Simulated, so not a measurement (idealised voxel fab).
The process module presented herein is designated voxel trench capacitor.
For reference, the cross-section in this document is cut, with width 205 nm and square cells of 5 nm.
If you're reading a cross-section in this doc, picture square cells in a grid; it comes to you as bands, top ones listed first down to the bottom, and a band can be one or more rows of cells. Top height, bottom height, nm. Materials left to right, width each, nm. Single material + "edge to edge" = fills band edge to edge. "empty" = empty. Height 0 is the level under which the wafer as received is all one material. The lowest band goes on downwards, as in "0 down". Read "30..40" as a graded width: first number on top, second number at the bottom, same change between each pair of neighbouring rows. Basically "left unchanged" means that step didn't change any cell in the cross-section. Each empty space that has no open way to the top and spans at least 8 cells appears under "Cavities, closed" as width x height at distance, the distance counted from the left edge, all in nm. That trailing text on a step's line, after the settings, is the simulator's own remark on the step. overlay nm: on a step with a mask, how far right of its planned place the mask lay; negative means left.

### Planned step list for the process
1. RECEIVE,material Si
2. CONFORMAL_DEP,material SiN,thk nm 10
3. DIRECTIONAL_DEP,material aC,thk nm 10
4. PATTERN,tone open,mask id TRENCH,material resist,width nm 15,pitch nm 45,thk nm 25,overlay nm 0
5. DIRECTIONAL_ETCH,etch materials aC,depth nm 10
6. STRIP,etch materials resist
7. DIRECTIONAL_ETCH,etch materials SiN,depth nm 10
8. DIRECTIONAL_ETCH,etch materials Si,depth nm 40
9. STRIP,etch materials aC
10. CONFORMAL_DEP,material Al2O3,thk nm 5
11. FILL_DEP,material polySi,thk nm 5
12. CMP,height nm 10

### Concerning the first of two wafers, which was run in accordance with the plan

### Delivered wafer in cross-section: state after step 1
0 down = Si edge to edge
Cavities, closed: none

### Take a look at the wafer's cross-section after step 2
10 to 0 = SiN edge to edge
Nothing below the height 0 has changed.

### Take a look at the wafer's cross-section after step 3
20 to 10 = aC edge to edge
Nothing below the height 10 has changed.

### Take a look at the wafer's cross-section after step 4
45 to 20 = resist: 50, empty: 15, resist: 30, empty: 15, resist: 30, empty: 15, resist: 50
Nothing below the height 20 has changed.

### Take a look at the wafer's cross-section after step 5
35 to 20 = resist: 50, empty: 15, resist: 30, empty: 15, resist: 30, empty: 15, resist: 50
20 to 10 = aC: 50, empty: 15, aC: 30, empty: 15, aC: 30, empty: 15, aC: 50
Nothing below the height 10 has changed.

### Take a look at the wafer's cross-section after step 6
20 to 10 = aC: 50, empty: 15, aC: 30, empty: 15, aC: 30, empty: 15, aC: 50
Nothing below the height 10 has changed.

### Take a look at the wafer's cross-section after step 7
20 to 10 = aC: 50, empty: 15, aC: 30, empty: 15, aC: 30, empty: 15, aC: 50
10 to 0 = SiN: 50, empty: 15, SiN: 30, empty: 15, SiN: 30, empty: 15, SiN: 50
Nothing below the height 0 has changed.

### Take a look at the wafer's cross-section after step 8
20 to 10 = aC: 50, empty: 15, aC: 30, empty: 15, aC: 30, empty: 15, aC: 50
10 to 0 = SiN: 50, empty: 15, SiN: 30, empty: 15, SiN: 30, empty: 15, SiN: 50
0 to -40 = Si: 50, empty: 15, Si: 30, empty: 15, Si: 30, empty: 15, Si: 50
Nothing below the height -40 has changed.

### Take a look at the wafer's cross-section after step 9
10 to 0 = SiN: 50, empty: 15, SiN: 30, empty: 15, SiN: 30, empty: 15, SiN: 50
Nothing below the height 0 has changed.

### Take a look at the wafer's cross-section after step 10
15 to 10 = Al2O3: 55, empty: 5, Al2O3: 40, empty: 5, Al2O3: 40, empty: 5, Al2O3: 55
10 to 0 = SiN: 50, Al2O3: 5, empty: 5, Al2O3: 5, SiN: 30, Al2O3: 5, empty: 5, Al2O3: 5, SiN: 30, Al2O3: 5, empty: 5, Al2O3: 5, SiN: 50
0 to -35 = Si: 50, Al2O3: 5, empty: 5, Al2O3: 5, Si: 30, Al2O3: 5, empty: 5, Al2O3: 5, Si: 30, Al2O3: 5, empty: 5, Al2O3: 5, Si: 50
-35 to -40 = Si: 50, Al2O3: 15, Si: 30, Al2O3: 15, Si: 30, Al2O3: 15, Si: 50
Nothing below the height -40 has changed.

### Take a look at the wafer's cross-section after step 11
20 to 15 = polySi edge to edge
15 to 10 = Al2O3: 55, polySi: 5, Al2O3: 40, polySi: 5, Al2O3: 40, polySi: 5, Al2O3: 55
10 to 0 = SiN: 50, Al2O3: 5, polySi: 5, Al2O3: 5, SiN: 30, Al2O3: 5, polySi: 5, Al2O3: 5, SiN: 30, Al2O3: 5, polySi: 5, Al2O3: 5, SiN: 50
0 to -35 = Si: 50, Al2O3: 5, polySi: 5, Al2O3: 5, Si: 30, Al2O3: 5, polySi: 5, Al2O3: 5, Si: 30, Al2O3: 5, polySi: 5, Al2O3: 5, Si: 50
Nothing below the height -35 has changed.

### Take a look at the wafer's cross-section after step 12
10 to 0 = SiN: 50, Al2O3: 5, polySi: 5, Al2O3: 5, SiN: 30, Al2O3: 5, polySi: 5, Al2O3: 5, SiN: 30, Al2O3: 5, polySi: 5, Al2O3: 5, SiN: 50
Nothing below the height 0 has changed.

### The second wafer began exactly as the first did and followed the same plan, but one mistake was made while running it; through step 3 inclusive, the two wafers are identical

### Cross-section of the second wafer at the time step 4 of the plan should have ended
45 to 20 = resist: 45, empty: 25, resist: 20, empty: 25, resist: 20, empty: 25, resist: 45
Nothing below the height 20 has changed.

### Cross-section of the second wafer at the time step 5 of the plan should have ended
35 to 20 = resist: 45, empty: 25, resist: 20, empty: 25, resist: 20, empty: 25, resist: 45
20 to 10 = aC: 45, empty: 25, aC: 20, empty: 25, aC: 20, empty: 25, aC: 45
Nothing below the height 10 has changed.

### Cross-section of the second wafer at the time step 6 of the plan should have ended
20 to 10 = aC: 45, empty: 25, aC: 20, empty: 25, aC: 20, empty: 25, aC: 45
Nothing below the height 10 has changed.

### Cross-section of the second wafer at the time step 7 of the plan should have ended
20 to 10 = aC: 45, empty: 25, aC: 20, empty: 25, aC: 20, empty: 25, aC: 45
10 to 0 = SiN: 45, empty: 25, SiN: 20, empty: 25, SiN: 20, empty: 25, SiN: 45
Nothing below the height 0 has changed.

### Cross-section of the second wafer at the time step 8 of the plan should have ended
20 to 10 = aC: 45, empty: 25, aC: 20, empty: 25, aC: 20, empty: 25, aC: 45
10 to 0 = SiN: 45, empty: 25, SiN: 20, empty: 25, SiN: 20, empty: 25, SiN: 45
0 to -40 = Si: 45, empty: 25, Si: 20, empty: 25, Si: 20, empty: 25, Si: 45
Nothing below the height -40 has changed.

### Cross-section of the second wafer at the time step 9 of the plan should have ended
10 to 0 = SiN: 45, empty: 25, SiN: 20, empty: 25, SiN: 20, empty: 25, SiN: 45
Nothing below the height 0 has changed.

### Cross-section of the second wafer at the time step 10 of the plan should have ended
15 to 10 = Al2O3: 50, empty: 15, Al2O3: 30, empty: 15, Al2O3: 30, empty: 15, Al2O3: 50
10 to 0 = SiN: 45, Al2O3: 5, empty: 15, Al2O3: 5, SiN: 20, Al2O3: 5, empty: 15, Al2O3: 5, SiN: 20, Al2O3: 5, empty: 15, Al2O3: 5, SiN: 45
0 to -35 = Si: 45, Al2O3: 5, empty: 15, Al2O3: 5, Si: 20, Al2O3: 5, empty: 15, Al2O3: 5, Si: 20, Al2O3: 5, empty: 15, Al2O3: 5, Si: 45
-35 to -40 = Si: 45, Al2O3: 25, Si: 20, Al2O3: 25, Si: 20, Al2O3: 25, Si: 45
Nothing below the height -40 has changed.

### Cross-section of the second wafer at the time step 11 of the plan should have ended
20 to 15 = polySi edge to edge
15 to 10 = Al2O3: 50, polySi: 15, Al2O3: 30, polySi: 15, Al2O3: 30, polySi: 15, Al2O3: 50
10 to 0 = SiN: 45, Al2O3: 5, polySi: 15, Al2O3: 5, SiN: 20, Al2O3: 5, polySi: 15, Al2O3: 5, SiN: 20, Al2O3: 5, polySi: 15, Al2O3: 5, SiN: 45
0 to -35 = Si: 45, Al2O3: 5, polySi: 15, Al2O3: 5, Si: 20, Al2O3: 5, polySi: 15, Al2O3: 5, Si: 20, Al2O3: 5, polySi: 15, Al2O3: 5, Si: 45
Nothing below the height -35 has changed.

### Cross-section of the second wafer at the time step 12 of the plan should have ended
10 to 0 = SiN: 45, Al2O3: 5, polySi: 15, Al2O3: 5, SiN: 20, Al2O3: 5, polySi: 15, Al2O3: 5, SiN: 20, Al2O3: 5, polySi: 15, Al2O3: 5, SiN: 45
Nothing below the height 0 has changed.
What broke from the plan during processing? heads up, step 4 didn't go per plan, it actually ran as PATTERN,tone open,mask id TRENCH,material resist,width nm 25,pitch nm 45,thk nm 25,overlay nm 0
Final comparison by cell count, materials where the second wafer has more or fewer than the first: 6 more of Al2O3, 48 fewer of Si, 12 fewer of SiN, 54 more of polySi
